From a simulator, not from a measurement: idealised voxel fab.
Process module heading - voxel self aligned contacts
In the cross-section labelled cut, the width is 250 nm and each square cell is 5 nm.
If you're reading a cross-section in this doc, picture square cells in a grid; it comes to you as bands, top ones listed first down to the bottom, and a band can be one or more rows of cells.
Top, bottom (nm), then materials left to right with widths (nm); lone material tagged "throughout" fills the whole band edge to edge; "blank" = empty space.
Height reference: 0 = level under which incoming wafer is all one material. Lowest band: no bottom, runs on downward, e.g. "0 nm and below".
Width "30..40": first value at the band's top row of cells, second value at its bottom row, equal change from row to row.
When a step is marked "stayed the same", none of the cells in the cross-section changed during that step.
"Enclosed internal voids": empty spaces of 8 cells or more with no open way to the top, each given as width x height at distance, distance from the left edge, all in nm.
It should be noted that, on the line of a given step, the content following the step's settings is a remark produced by the simulator itself with respect to that step.
Among the settings permitted on a step's line is "overlay nm"; applied to a step with a mask, it specifies the extent to which the mask lay to the right of its planned position, whereas a negative figure signifies a position to the left.
Reading key. Pairs: pre-step and post-step cross-section, one process step apart; post-step view only to lowest changed band. Step between + settings: beneath pair. Runs: pairs may be from different runs of this module, same starting wafer. Continuation from pair above: only where "Geometry before processing" entry says.

### Geometry before processing
	45 nm to 30 nm = 40 of blank | 35 of SiN | 30 of blank | 35 of SiN | 30 of blank | 35 of SiN | 45 of blank
	30 nm to 0 nm = 40 of blank | 35 of polySi | 30 of blank | 35 of polySi | 30 of blank | 35 of polySi | 45 of blank
	0 nm to -5 nm = SiO2 throughout
	-5 nm and below = Si throughout
	Enclosed internal voids: none

### Post-Step Snapshot
	50 nm to 30 nm = 35 of blank | 45 of SiN | 20 of blank | 45 of SiN | 20 of blank | 45 of SiN | 40 of blank
	30 nm to 5 nm = 35 of blank | 5 of SiN | 35 of polySi | 5 of SiN | 20 of blank | 5 of SiN | 35 of polySi | 5 of SiN | 20 of blank | 5 of SiN | 35 of polySi | 5 of SiN | 40 of blank
	5 nm to 0 nm = 40 of SiN | 35 of polySi | 30 of SiN | 35 of polySi | 30 of SiN | 35 of polySi | 45 of SiN
	Everything under 0 stays put, no change at all.
	Enclosed internal voids: none
Step between the cross-sections above: CONFORMAL_DEP | material SiN | thk nm 5

Geometry before processing: The structure entering this step is exactly what the pair just above shows after its step.

### Post-Step Snapshot
	70 nm to 50 nm = SiO2 throughout
	50 nm to 30 nm = 35 of SiO2 | 45 of SiN | 20 of SiO2 | 45 of SiN | 20 of SiO2 | 45 of SiN | 40 of SiO2
	30 nm to 5 nm = 35 of SiO2 | 5 of SiN | 35 of polySi | 5 of SiN | 20 of SiO2 | 5 of SiN | 35 of polySi | 5 of SiN | 20 of SiO2 | 5 of SiN | 35 of polySi | 5 of SiN | 40 of SiO2
	Everything under 5 stays put, no change at all.
	Enclosed internal voids: none
Step between the cross-sections above: FILL_DEP | material SiO2 | thk nm 20

Geometry before processing: The structure entering this step is exactly what the pair just above shows after its step.

### Post-Step Snapshot
	60 nm to 50 nm = SiO2 throughout
	Everything under 50 stays put, no change at all.
	Enclosed internal voids: none
Step between the cross-sections above: CMP | height nm 60

Geometry before processing: The structure entering this step is exactly what the pair just above shows after its step.

### Post-Step Snapshot
	75 nm to 60 nm = aC throughout
	Everything under 60 stays put, no change at all.
	Enclosed internal voids: none
Step between the cross-sections above: DIRECTIONAL_DEP | material aC | thk nm 15

Geometry before processing: The structure entering this step is exactly what the pair just above shows after its step.

### Post-Step Snapshot
	105 nm to 75 nm = 70 of resist | 40 of blank | 25 of resist | 40 of blank | 75 of resist
	Everything under 75 stays put, no change at all.
	Enclosed internal voids: none
Step between the cross-sections above: PATTERN | tone open | mask id CONTACT | material resist | width nm 40 | pitch nm 65 | thk nm 30 | overlay nm 0

Geometry before processing: The structure entering this step is exactly what the pair just above shows after its step.

### Post-Step Snapshot
	90 nm to 75 nm = 70 of resist | 40 of blank | 25 of resist | 40 of blank | 75 of resist
	75 nm to 60 nm = 70 of aC | 40 of blank | 25 of aC | 40 of blank | 75 of aC
	Everything under 60 stays put, no change at all.
	Enclosed internal voids: none
Step between the cross-sections above: DIRECTIONAL_ETCH | etch materials aC | depth nm 15

Geometry before processing: The structure entering this step is exactly what the pair just above shows after its step.

### Post-Step Snapshot
	75 nm to 60 nm = 70 of aC | 40 of blank | 25 of aC | 40 of blank | 75 of aC
	Everything under 60 stays put, no change at all.
	Enclosed internal voids: none
Step between the cross-sections above: STRIP | etch materials resist

Geometry before processing: The structure entering this step is exactly what the pair just above shows after its step.

### Post-Step Snapshot
	75 nm to 60 nm = 70 of aC | 40 of blank | 25 of aC | 40 of blank | 75 of aC
	60 nm to 50 nm = 70 of SiO2 | 40 of blank | 25 of SiO2 | 40 of blank | 75 of SiO2
	50 nm to 30 nm = 35 of SiO2 | 45 of SiN | 20 of blank | 45 of SiN | 20 of blank | 45 of SiN | 40 of SiO2
	30 nm to 5 nm = 35 of SiO2 | 5 of SiN | 35 of polySi | 5 of SiN | 20 of blank | 5 of SiN | 35 of polySi | 5 of SiN | 20 of blank | 5 of SiN | 35 of polySi | 5 of SiN | 40 of SiO2
	Everything under 5 stays put, no change at all.
	Enclosed internal voids: none
Step between the cross-sections above: DIRECTIONAL_ETCH | etch materials SiO2 | depth nm 65

Geometry before processing: The structure entering this step is exactly what the pair just above shows after its step.

### Post-Step Snapshot
	60 nm to 50 nm = 70 of SiO2 | 40 of blank | 25 of SiO2 | 40 of blank | 75 of SiO2
	Everything under 50 stays put, no change at all.
	Enclosed internal voids: none
Step between the cross-sections above: STRIP | etch materials aC

Geometry before processing: The structure entering this step is exactly what the pair just above shows after its step.

### Post-Step Snapshot
	65 nm to 60 nm = 75 of TiN | 30 of blank | 35 of TiN | 30 of blank | 80 of TiN
	60 nm to 50 nm = 70 of SiO2 | 5..15 of TiN | 30..10 of blank | 5..15 of TiN | 25 of SiO2 | 5..15 of TiN | 30..10 of blank | 5..15 of TiN | 75 of SiO2
	50 nm to 30 nm = 35 of SiO2 | 45 of SiN | 5 of TiN | 10 of blank | 5 of TiN | 45 of SiN | 5 of TiN | 10 of blank | 5 of TiN | 45 of SiN | 40 of SiO2
	30 nm to 10 nm = 35 of SiO2 | 5 of SiN | 35 of polySi | 5 of SiN | 5 of TiN | 10 of blank | 5 of TiN | 5 of SiN | 35 of polySi | 5 of SiN | 5 of TiN | 10 of blank | 5 of TiN | 5 of SiN | 35 of polySi | 5 of SiN | 40 of SiO2
	10 nm to 5 nm = 35 of SiO2 | 5 of SiN | 35 of polySi | 5 of SiN | 20 of TiN | 5 of SiN | 35 of polySi | 5 of SiN | 20 of TiN | 5 of SiN | 35 of polySi | 5 of SiN | 40 of SiO2
	Everything under 5 stays put, no change at all.
	Enclosed internal voids: none
Step between the cross-sections above: CONFORMAL_DEP | material TiN | thk nm 5

Geometry before processing: The structure entering this step is exactly what the pair just above shows after its step.

### Post-Step Snapshot
	70 nm to 65 nm = Ru throughout
	65 nm to 60 nm = 75 of TiN | 30 of Ru | 35 of TiN | 30 of Ru | 80 of TiN
	60 nm to 50 nm = 70 of SiO2 | 5..15 of TiN | 30..10 of Ru | 5..15 of TiN | 25 of SiO2 | 5..15 of TiN | 30..10 of Ru | 5..15 of TiN | 75 of SiO2
	50 nm to 30 nm = 35 of SiO2 | 45 of SiN | 5 of TiN | 10 of Ru | 5 of TiN | 45 of SiN | 5 of TiN | 10 of Ru | 5 of TiN | 45 of SiN | 40 of SiO2
	30 nm to 10 nm = 35 of SiO2 | 5 of SiN | 35 of polySi | 5 of SiN | 5 of TiN | 10 of Ru | 5 of TiN | 5 of SiN | 35 of polySi | 5 of SiN | 5 of TiN | 10 of Ru | 5 of TiN | 5 of SiN | 35 of polySi | 5 of SiN | 40 of SiO2
	Everything under 10 stays put, no change at all.
	Enclosed internal voids: none
Step between the cross-sections above: FILL_DEP | material Ru | thk nm 5

Geometry before processing: The structure entering this step is exactly what the pair just above shows after its step.

### Post-Step Snapshot
	60 nm to 50 nm = 70 of SiO2 | 5..15 of TiN | 30..10 of Ru | 5..15 of TiN | 25 of SiO2 | 5..15 of TiN | 30..10 of Ru | 5..15 of TiN | 75 of SiO2
	Everything under 50 stays put, no change at all.
	Enclosed internal voids: none
Step between the cross-sections above: CMP | height nm 60

Geometry before processing: The structure entering this step is exactly what the pair just above shows after its step.

### Post-Step Snapshot
	65 nm to 60 nm = SiCN throughout
	Everything under 60 stays put, no change at all.
	Enclosed internal voids: none
Step between the cross-sections above: CONFORMAL_DEP | material SiCN | thk nm 5

### Geometry before processing
	0 nm and below = Si throughout
	Enclosed internal voids: none

### Post-Step Snapshot
	0 nm to -10 nm = SiO2 throughout
	Everything under -10 stays put, no change at all.
	Enclosed internal voids: none
Step between the cross-sections above: OXIDIZE | depth nm 10

Geometry before processing: The structure entering this step is exactly what the pair just above shows after its step.

### Post-Step Snapshot
	30 nm to 0 nm = polySi throughout
	Everything under 0 stays put, no change at all.
	Enclosed internal voids: none
Step between the cross-sections above: DIRECTIONAL_DEP | material polySi | thk nm 30

Geometry before processing: The structure entering this step is exactly what the pair just above shows after its step.

### Post-Step Snapshot
	50 nm to 30 nm = SiN throughout
	Everything under 30 stays put, no change at all.
	Enclosed internal voids: none
Step between the cross-sections above: DIRECTIONAL_DEP | material SiN | thk nm 20

Geometry before processing: The structure entering this step is exactly what the pair just above shows after its step.

### Post-Step Snapshot
	65 nm to 50 nm = aC throughout
	Everything under 50 stays put, no change at all.
	Enclosed internal voids: none
Step between the cross-sections above: DIRECTIONAL_DEP | material aC | thk nm 15

Geometry before processing: The structure entering this step is exactly what the pair just above shows after its step.

### Post-Step Snapshot
	95 nm to 65 nm = 40 of blank | 35 of resist | 30 of blank | 35 of resist | 30 of blank | 35 of resist | 45 of blank
	Everything under 65 stays put, no change at all.
	Enclosed internal voids: none
Step between the cross-sections above: PATTERN | tone cover | mask id GATE | material resist | width nm 35 | pitch nm 65 | thk nm 30 | overlay nm 0

Geometry before processing: The structure entering this step is exactly what the pair just above shows after its step.

### Post-Step Snapshot
	80 nm to 65 nm = 40 of blank | 35 of resist | 30 of blank | 35 of resist | 30 of blank | 35 of resist | 45 of blank
	65 nm to 50 nm = 40 of blank | 35 of aC | 30 of blank | 35 of aC | 30 of blank | 35 of aC | 45 of blank
	Everything under 50 stays put, no change at all.
	Enclosed internal voids: none
Step between the cross-sections above: DIRECTIONAL_ETCH | etch materials aC | depth nm 15

Geometry before processing: The structure entering this step is exactly what the pair just above shows after its step.

### Post-Step Snapshot
	65 nm to 50 nm = 40 of blank | 35 of aC | 30 of blank | 35 of aC | 30 of blank | 35 of aC | 45 of blank
	Everything under 50 stays put, no change at all.
	Enclosed internal voids: none
Step between the cross-sections above: STRIP | etch materials resist

Geometry before processing: The structure entering this step is exactly what the pair just above shows after its step.

### Post-Step Snapshot
	65 nm to 50 nm = 40 of blank | 35 of aC | 30 of blank | 35 of aC | 30 of blank | 35 of aC | 45 of blank
	50 nm to 30 nm = 40 of blank | 35 of SiN | 30 of blank | 35 of SiN | 30 of blank | 35 of SiN | 45 of blank
	Everything under 30 stays put, no change at all.
	Enclosed internal voids: none
Step between the cross-sections above: DIRECTIONAL_ETCH | etch materials SiN | depth nm 20

Geometry before processing: The structure entering this step is exactly what the pair just above shows after its step.

### Post-Step Snapshot
	65 nm to 50 nm = 40 of blank | 35 of aC | 30 of blank | 35 of aC | 30 of blank | 35 of aC | 45 of blank
	50 nm to 30 nm = 40 of blank | 35 of SiN | 30 of blank | 35 of SiN | 30 of blank | 35 of SiN | 45 of blank
	30 nm to 0 nm = 40 of blank | 35 of polySi | 30 of blank | 35 of polySi | 30 of blank | 35 of polySi | 45 of blank
	Everything under 0 stays put, no change at all.
	Enclosed internal voids: none
Step between the cross-sections above: DIRECTIONAL_ETCH | etch materials polySi | depth nm 30

Geometry before processing: The structure entering this step is exactly what the pair just above shows after its step.

### Post-Step Snapshot
	50 nm to 30 nm = 40 of blank | 35 of SiN | 30 of blank | 35 of SiN | 30 of blank | 35 of SiN | 45 of blank
	Everything under 30 stays put, no change at all.
	Enclosed internal voids: none
Step between the cross-sections above: STRIP | etch materials aC

Geometry before processing: The structure entering this step is exactly what the pair just above shows after its step.

### Post-Step Snapshot
	55 nm to 30 nm = 35 of blank | 45 of SiN | 20 of blank | 45 of SiN | 20 of blank | 45 of SiN | 40 of blank
	30 nm to 5 nm = 35 of blank | 5 of SiN | 35 of polySi | 5 of SiN | 20 of blank | 5 of SiN | 35 of polySi | 5 of SiN | 20 of blank | 5 of SiN | 35 of polySi | 5 of SiN | 40 of blank
	5 nm to 0 nm = 40 of SiN | 35 of polySi | 30 of SiN | 35 of polySi | 30 of SiN | 35 of polySi | 45 of SiN
	Everything under 0 stays put, no change at all.
	Enclosed internal voids: none
Step between the cross-sections above: CONFORMAL_DEP | material SiN | thk nm 5

Geometry before processing: The structure entering this step is exactly what the pair just above shows after its step.

### Post-Step Snapshot
	50 nm to 30 nm = 35 of blank | 45 of SiN | 20 of blank | 45 of SiN | 20 of blank | 45 of SiN | 40 of blank
	30 nm to 0 nm = 35 of blank | 5 of SiN | 35 of polySi | 5 of SiN | 20 of blank | 5 of SiN | 35 of polySi | 5 of SiN | 20 of blank | 5 of SiN | 35 of polySi | 5 of SiN | 40 of blank
	Everything under 0 stays put, no change at all.
	Enclosed internal voids: none
Step between the cross-sections above: DIRECTIONAL_ETCH | etch materials SiN | depth nm 5

Geometry before processing: The structure entering this step is exactly what the pair just above shows after its step.

### Post-Step Snapshot
	70 nm to 50 nm = SiO2 throughout
	50 nm to 30 nm = 35 of SiO2 | 45 of SiN | 20 of SiO2 | 45 of SiN | 20 of SiO2 | 45 of SiN | 40 of SiO2
	30 nm to 0 nm = 35 of SiO2 | 5 of SiN | 35 of polySi | 5 of SiN | 20 of SiO2 | 5 of SiN | 35 of polySi | 5 of SiN | 20 of SiO2 | 5 of SiN | 35 of polySi | 5 of SiN | 40 of SiO2
	Everything under 0 stays put, no change at all.
	Enclosed internal voids: none
Step between the cross-sections above: FILL_DEP | material SiO2 | thk nm 20

Geometry before processing: The structure entering this step is exactly what the pair just above shows after its step.

### Post-Step Snapshot
	60 nm to 50 nm = SiO2 throughout
	Everything under 50 stays put, no change at all.
	Enclosed internal voids: none
Step between the cross-sections above: CMP | height nm 60

Geometry before processing: The structure entering this step is exactly what the pair just above shows after its step.

### Post-Step Snapshot
	75 nm to 60 nm = aC throughout
	Everything under 60 stays put, no change at all.
	Enclosed internal voids: none
Step between the cross-sections above: DIRECTIONAL_DEP | material aC | thk nm 15

Geometry before processing: The structure entering this step is exactly what the pair just above shows after its step.

### Post-Step Snapshot
	105 nm to 75 nm = 70 of resist | 40 of blank | 25 of resist | 40 of blank | 75 of resist
	Everything under 75 stays put, no change at all.
	Enclosed internal voids: none
Step between the cross-sections above: PATTERN | tone open | mask id CONTACT | material resist | width nm 40 | pitch nm 65 | thk nm 30 | overlay nm 0

Geometry before processing: The structure entering this step is exactly what the pair just above shows after its step.

### Post-Step Snapshot
	90 nm to 75 nm = 70 of resist | 40 of blank | 25 of resist | 40 of blank | 75 of resist
	75 nm to 60 nm = 70 of aC | 40 of blank | 25 of aC | 40 of blank | 75 of aC
	Everything under 60 stays put, no change at all.
	Enclosed internal voids: none
Step between the cross-sections above: DIRECTIONAL_ETCH | etch materials aC | depth nm 15

Geometry before processing: The structure entering this step is exactly what the pair just above shows after its step.

### Post-Step Snapshot
	75 nm to 60 nm = 70 of aC | 40 of blank | 25 of aC | 40 of blank | 75 of aC
	Everything under 60 stays put, no change at all.
	Enclosed internal voids: none
Step between the cross-sections above: STRIP | etch materials resist

Geometry before processing: The structure entering this step is exactly what the pair just above shows after its step.

### Post-Step Snapshot
	75 nm to 60 nm = 70 of aC | 40 of blank | 25 of aC | 40 of blank | 75 of aC
	60 nm to 50 nm = 70 of SiO2 | 40 of blank | 25 of SiO2 | 40 of blank | 75 of SiO2
	50 nm to 30 nm = 35 of SiO2 | 45 of SiN | 20 of blank | 45 of SiN | 20 of blank | 45 of SiN | 40 of SiO2
	30 nm to 0 nm = 35 of SiO2 | 5 of SiN | 35 of polySi | 5 of SiN | 20 of blank | 5 of SiN | 35 of polySi | 5 of SiN | 20 of blank | 5 of SiN | 35 of polySi | 5 of SiN | 40 of SiO2
	0 nm to -5 nm = 80 of SiO2 | 20 of blank | 45 of SiO2 | 20 of blank | 85 of SiO2
	Everything under -5 stays put, no change at all.
	Enclosed internal voids: none
Step between the cross-sections above: DIRECTIONAL_ETCH | etch materials SiO2 | depth nm 65

Geometry before processing: The structure entering this step is exactly what the pair just above shows after its step.

### Post-Step Snapshot
	60 nm to 50 nm = 70 of SiO2 | 40 of blank | 25 of SiO2 | 40 of blank | 75 of SiO2
	Everything under 50 stays put, no change at all.
	Enclosed internal voids: none
Step between the cross-sections above: STRIP | etch materials aC

Geometry before processing: The structure entering this step is exactly what the pair just above shows after its step.

### Post-Step Snapshot
	65 nm to 60 nm = 75 of TiN | 30 of blank | 35 of TiN | 30 of blank | 80 of TiN
	60 nm to 50 nm = 70 of SiO2 | 5..15 of TiN | 30..10 of blank | 5..15 of TiN | 25 of SiO2 | 5..15 of TiN | 30..10 of blank | 5..15 of TiN | 75 of SiO2
	50 nm to 30 nm = 35 of SiO2 | 45 of SiN | 5 of TiN | 10 of blank | 5 of TiN | 45 of SiN | 5 of TiN | 10 of blank | 5 of TiN | 45 of SiN | 40 of SiO2
	30 nm to 0 nm = 35 of SiO2 | 5 of SiN | 35 of polySi | 5 of SiN | 5 of TiN | 10 of blank | 5 of TiN | 5 of SiN | 35 of polySi | 5 of SiN | 5 of TiN | 10 of blank | 5 of TiN | 5 of SiN | 35 of polySi | 5 of SiN | 40 of SiO2
	0 nm to -5 nm = 80 of SiO2 | 20 of TiN | 45 of SiO2 | 20 of TiN | 85 of SiO2
	Everything under -5 stays put, no change at all.
	Enclosed internal voids: none
Step between the cross-sections above: CONFORMAL_DEP | material TiN | thk nm 5

Geometry before processing: The structure entering this step is exactly what the pair just above shows after its step.

### Post-Step Snapshot
	70 nm to 65 nm = Ru throughout
	65 nm to 60 nm = 75 of TiN | 30 of Ru | 35 of TiN | 30 of Ru | 80 of TiN
	60 nm to 50 nm = 70 of SiO2 | 5..15 of TiN | 30..10 of Ru | 5..15 of TiN | 25 of SiO2 | 5..15 of TiN | 30..10 of Ru | 5..15 of TiN | 75 of SiO2
	50 nm to 30 nm = 35 of SiO2 | 45 of SiN | 5 of TiN | 10 of Ru | 5 of TiN | 45 of SiN | 5 of TiN | 10 of Ru | 5 of TiN | 45 of SiN | 40 of SiO2
	30 nm to 0 nm = 35 of SiO2 | 5 of SiN | 35 of polySi | 5 of SiN | 5 of TiN | 10 of Ru | 5 of TiN | 5 of SiN | 35 of polySi | 5 of SiN | 5 of TiN | 10 of Ru | 5 of TiN | 5 of SiN | 35 of polySi | 5 of SiN | 40 of SiO2
	Everything under 0 stays put, no change at all.
	Enclosed internal voids: none
Step between the cross-sections above: FILL_DEP | material Ru | thk nm 5

Geometry before processing: The structure entering this step is exactly what the pair just above shows after its step.

### Post-Step Snapshot
	60 nm to 50 nm = 70 of SiO2 | 5..15 of TiN | 30..10 of Ru | 5..15 of TiN | 25 of SiO2 | 5..15 of TiN | 30..10 of Ru | 5..15 of TiN | 75 of SiO2
	Everything under 50 stays put, no change at all.
	Enclosed internal voids: none
Step between the cross-sections above: CMP | height nm 60

Geometry before processing: The structure entering this step is exactly what the pair just above shows after its step.

### Post-Step Snapshot
	65 nm to 60 nm = SiCN throughout
	Everything under 60 stays put, no change at all.
	Enclosed internal voids: none
Step between the cross-sections above: CONFORMAL_DEP | material SiCN | thk nm 5

### Geometry before processing
	75 nm to 60 nm = aC throughout
	60 nm to 50 nm = SiO2 throughout
	50 nm to 30 nm = 35 of SiO2 | 45 of SiN | 20 of SiO2 | 45 of SiN | 20 of SiO2 | 45 of SiN | 40 of SiO2
	30 nm to 0 nm = 35 of SiO2 | 5 of SiN | 35 of polySi | 5 of SiN | 20 of SiO2 | 5 of SiN | 35 of polySi | 5 of SiN | 20 of SiO2 | 5 of SiN | 35 of polySi | 5 of SiN | 40 of SiO2
	0 nm to -5 nm = SiO2 throughout
	-5 nm and below = Si throughout
	Enclosed internal voids: none

### Post-Step Snapshot
	105 nm to 75 nm = 75 of resist | 30 of blank | 35 of resist | 30 of blank | 80 of resist
	Everything under 75 stays put, no change at all.
	Enclosed internal voids: none
Step between the cross-sections above: PATTERN | tone open | mask id CONTACT | material resist | width nm 30 | pitch nm 65 | thk nm 30 | overlay nm 0

Geometry before processing: The structure entering this step is exactly what the pair just above shows after its step.

### Post-Step Snapshot
	90 nm to 75 nm = 75 of resist | 30 of blank | 35 of resist | 30 of blank | 80 of resist
	75 nm to 60 nm = 75 of aC | 30 of blank | 35 of aC | 30 of blank | 80 of aC
	Everything under 60 stays put, no change at all.
	Enclosed internal voids: none
Step between the cross-sections above: DIRECTIONAL_ETCH | etch materials aC | depth nm 15

Geometry before processing: The structure entering this step is exactly what the pair just above shows after its step.

### Post-Step Snapshot
	75 nm to 60 nm = 75 of aC | 30 of blank | 35 of aC | 30 of blank | 80 of aC
	Everything under 60 stays put, no change at all.
	Enclosed internal voids: none
Step between the cross-sections above: STRIP | etch materials resist

Geometry before processing: The structure entering this step is exactly what the pair just above shows after its step.

### Post-Step Snapshot
	75 nm to 60 nm = 75 of aC | 30 of blank | 35 of aC | 30 of blank | 80 of aC
	60 nm to 50 nm = 75 of SiO2 | 30 of blank | 35 of SiO2 | 30 of blank | 80 of SiO2
	50 nm to 30 nm = 35 of SiO2 | 45 of SiN | 20 of blank | 45 of SiN | 20 of blank | 45 of SiN | 40 of SiO2
	30 nm to 0 nm = 35 of SiO2 | 5 of SiN | 35 of polySi | 5 of SiN | 20 of blank | 5 of SiN | 35 of polySi | 5 of SiN | 20 of blank | 5 of SiN | 35 of polySi | 5 of SiN | 40 of SiO2
	0 nm to -5 nm = 80 of SiO2 | 20 of blank | 45 of SiO2 | 20 of blank | 85 of SiO2
	Everything under -5 stays put, no change at all.
	Enclosed internal voids: none
Step between the cross-sections above: DIRECTIONAL_ETCH | etch materials SiO2 | depth nm 65

Geometry before processing: The structure entering this step is exactly what the pair just above shows after its step.

### Post-Step Snapshot
	60 nm to 50 nm = 75 of SiO2 | 30 of blank | 35 of SiO2 | 30 of blank | 80 of SiO2
	Everything under 50 stays put, no change at all.
	Enclosed internal voids: none
Step between the cross-sections above: STRIP | etch materials aC

Geometry before processing: The structure entering this step is exactly what the pair just above shows after its step.

### Post-Step Snapshot
	65 nm to 60 nm = 80 of TiN | 20 of blank | 45 of TiN | 20 of blank | 85 of TiN
	60 nm to 50 nm = 75 of SiO2 | 5..10 of TiN | 20..10 of blank | 5..10 of TiN | 35 of SiO2 | 5..10 of TiN | 20..10 of blank | 5..10 of TiN | 80 of SiO2
	50 nm to 30 nm = 35 of SiO2 | 45 of SiN | 5 of TiN | 10 of blank | 5 of TiN | 45 of SiN | 5 of TiN | 10 of blank | 5 of TiN | 45 of SiN | 40 of SiO2
	30 nm to 0 nm = 35 of SiO2 | 5 of SiN | 35 of polySi | 5 of SiN | 5 of TiN | 10 of blank | 5 of TiN | 5 of SiN | 35 of polySi | 5 of SiN | 5 of TiN | 10 of blank | 5 of TiN | 5 of SiN | 35 of polySi | 5 of SiN | 40 of SiO2
	0 nm to -5 nm = 80 of SiO2 | 20 of TiN | 45 of SiO2 | 20 of TiN | 85 of SiO2
	Everything under -5 stays put, no change at all.
	Enclosed internal voids: none
Step between the cross-sections above: CONFORMAL_DEP | material TiN | thk nm 5

Geometry before processing: The structure entering this step is exactly what the pair just above shows after its step.

### Post-Step Snapshot
	70 nm to 65 nm = Ru throughout
	65 nm to 60 nm = 80 of TiN | 20 of Ru | 45 of TiN | 20 of Ru | 85 of TiN
	60 nm to 50 nm = 75 of SiO2 | 5..10 of TiN | 20..10 of Ru | 5..10 of TiN | 35 of SiO2 | 5..10 of TiN | 20..10 of Ru | 5..10 of TiN | 80 of SiO2
	50 nm to 30 nm = 35 of SiO2 | 45 of SiN | 5 of TiN | 10 of Ru | 5 of TiN | 45 of SiN | 5 of TiN | 10 of Ru | 5 of TiN | 45 of SiN | 40 of SiO2
	30 nm to 0 nm = 35 of SiO2 | 5 of SiN | 35 of polySi | 5 of SiN | 5 of TiN | 10 of Ru | 5 of TiN | 5 of SiN | 35 of polySi | 5 of SiN | 5 of TiN | 10 of Ru | 5 of TiN | 5 of SiN | 35 of polySi | 5 of SiN | 40 of SiO2
	Everything under 0 stays put, no change at all.
	Enclosed internal voids: none
Step between the cross-sections above: FILL_DEP | material Ru | thk nm 5

Geometry before processing: The structure entering this step is exactly what the pair just above shows after its step.

### Post-Step Snapshot
	60 nm to 50 nm = 75 of SiO2 | 5..10 of TiN | 20..10 of Ru | 5..10 of TiN | 35 of SiO2 | 5..10 of TiN | 20..10 of Ru | 5..10 of TiN | 80 of SiO2
	Everything under 50 stays put, no change at all.
	Enclosed internal voids: none
Step between the cross-sections above: CMP | height nm 60

Geometry before processing: The structure entering this step is exactly what the pair just above shows after its step.

### Post-Step Snapshot
	65 nm to 60 nm = SiCN throughout
	Everything under 60 stays put, no change at all.
	Enclosed internal voids: none
Step between the cross-sections above: CONFORMAL_DEP | material SiCN | thk nm 5

### Geometry before processing
	75 nm to 60 nm = aC throughout
	60 nm to 50 nm = SiO2 throughout
	50 nm to 30 nm = 35 of SiO2 | 45 of SiN | 20 of SiO2 | 45 of SiN | 20 of SiO2 | 45 of SiN | 40 of SiO2
	30 nm to 0 nm = 35 of SiO2 | 5 of SiN | 35 of polySi | 5 of SiN | 20 of SiO2 | 5 of SiN | 35 of polySi | 5 of SiN | 20 of SiO2 | 5 of SiN | 35 of polySi | 5 of SiN | 40 of SiO2
	0 nm to -5 nm = SiO2 throughout
	-5 nm and below = Si throughout
	Enclosed internal voids: none

### Post-Step Snapshot
	105 nm to 75 nm = 60 of resist | 40 of blank | 25 of resist | 40 of blank | 85 of resist
	Everything under 75 stays put, no change at all.
	Enclosed internal voids: none
Step between the cross-sections above: PATTERN | tone open | mask id CONTACT | material resist | width nm 40 | pitch nm 65 | thk nm 30 | overlay nm -10

Geometry before processing: The structure entering this step is exactly what the pair just above shows after its step.

### Post-Step Snapshot
	90 nm to 75 nm = 60 of resist | 40 of blank | 25 of resist | 40 of blank | 85 of resist
	75 nm to 60 nm = 60 of aC | 40 of blank | 25 of aC | 40 of blank | 85 of aC
	Everything under 60 stays put, no change at all.
	Enclosed internal voids: none
Step between the cross-sections above: DIRECTIONAL_ETCH | etch materials aC | depth nm 15

Geometry before processing: The structure entering this step is exactly what the pair just above shows after its step.

### Post-Step Snapshot
	75 nm to 60 nm = 60 of aC | 40 of blank | 25 of aC | 40 of blank | 85 of aC
	Everything under 60 stays put, no change at all.
	Enclosed internal voids: none
Step between the cross-sections above: STRIP | etch materials resist

Geometry before processing: The structure entering this step is exactly what the pair just above shows after its step.

### Post-Step Snapshot
	75 nm to 60 nm = 60 of aC | 40 of blank | 25 of aC | 40 of blank | 85 of aC
	60 nm to 50 nm = 60 of SiO2 | 40 of blank | 25 of SiO2 | 40 of blank | 85 of SiO2
	50 nm to 30 nm = 35 of SiO2 | 45 of SiN | 20 of blank | 45 of SiN | 20 of blank | 45 of SiN | 40 of SiO2
	30 nm to 0 nm = 35 of SiO2 | 5 of SiN | 35 of polySi | 5 of SiN | 20 of blank | 5 of SiN | 35 of polySi | 5 of SiN | 20 of blank | 5 of SiN | 35 of polySi | 5 of SiN | 40 of SiO2
	0 nm to -5 nm = 80 of SiO2 | 20 of blank | 45 of SiO2 | 20 of blank | 85 of SiO2
	Everything under -5 stays put, no change at all.
	Enclosed internal voids: none
Step between the cross-sections above: DIRECTIONAL_ETCH | etch materials SiO2 | depth nm 65

Geometry before processing: The structure entering this step is exactly what the pair just above shows after its step.

### Post-Step Snapshot
	60 nm to 50 nm = 60 of SiO2 | 40 of blank | 25 of SiO2 | 40 of blank | 85 of SiO2
	Everything under 50 stays put, no change at all.
	Enclosed internal voids: none
Step between the cross-sections above: STRIP | etch materials aC

Geometry before processing: The structure entering this step is exactly what the pair just above shows after its step.

### Post-Step Snapshot
	65 nm to 60 nm = 65 of TiN | 30 of blank | 35 of TiN | 30 of blank | 90 of TiN
	60 nm to 50 nm = 60 of SiO2 | 5..25 of TiN | 30..10 of blank | 5 of TiN | 25 of SiO2 | 5..25 of TiN | 30..10 of blank | 5 of TiN | 85 of SiO2
	50 nm to 30 nm = 35 of SiO2 | 45 of SiN | 5 of TiN | 10 of blank | 5 of TiN | 45 of SiN | 5 of TiN | 10 of blank | 5 of TiN | 45 of SiN | 40 of SiO2
	30 nm to 0 nm = 35 of SiO2 | 5 of SiN | 35 of polySi | 5 of SiN | 5 of TiN | 10 of blank | 5 of TiN | 5 of SiN | 35 of polySi | 5 of SiN | 5 of TiN | 10 of blank | 5 of TiN | 5 of SiN | 35 of polySi | 5 of SiN | 40 of SiO2
	0 nm to -5 nm = 80 of SiO2 | 20 of TiN | 45 of SiO2 | 20 of TiN | 85 of SiO2
	Everything under -5 stays put, no change at all.
	Enclosed internal voids: none
Step between the cross-sections above: CONFORMAL_DEP | material TiN | thk nm 5

Geometry before processing: The structure entering this step is exactly what the pair just above shows after its step.

### Post-Step Snapshot
	70 nm to 65 nm = Ru throughout
	65 nm to 60 nm = 65 of TiN | 30 of Ru | 35 of TiN | 30 of Ru | 90 of TiN
	60 nm to 50 nm = 60 of SiO2 | 5..25 of TiN | 30..10 of Ru | 5 of TiN | 25 of SiO2 | 5..25 of TiN | 30..10 of Ru | 5 of TiN | 85 of SiO2
	50 nm to 30 nm = 35 of SiO2 | 45 of SiN | 5 of TiN | 10 of Ru | 5 of TiN | 45 of SiN | 5 of TiN | 10 of Ru | 5 of TiN | 45 of SiN | 40 of SiO2
	30 nm to 0 nm = 35 of SiO2 | 5 of SiN | 35 of polySi | 5 of SiN | 5 of TiN | 10 of Ru | 5 of TiN | 5 of SiN | 35 of polySi | 5 of SiN | 5 of TiN | 10 of Ru | 5 of TiN | 5 of SiN | 35 of polySi | 5 of SiN | 40 of SiO2
	Everything under 0 stays put, no change at all.
	Enclosed internal voids: none
Step between the cross-sections above: FILL_DEP | material Ru | thk nm 5
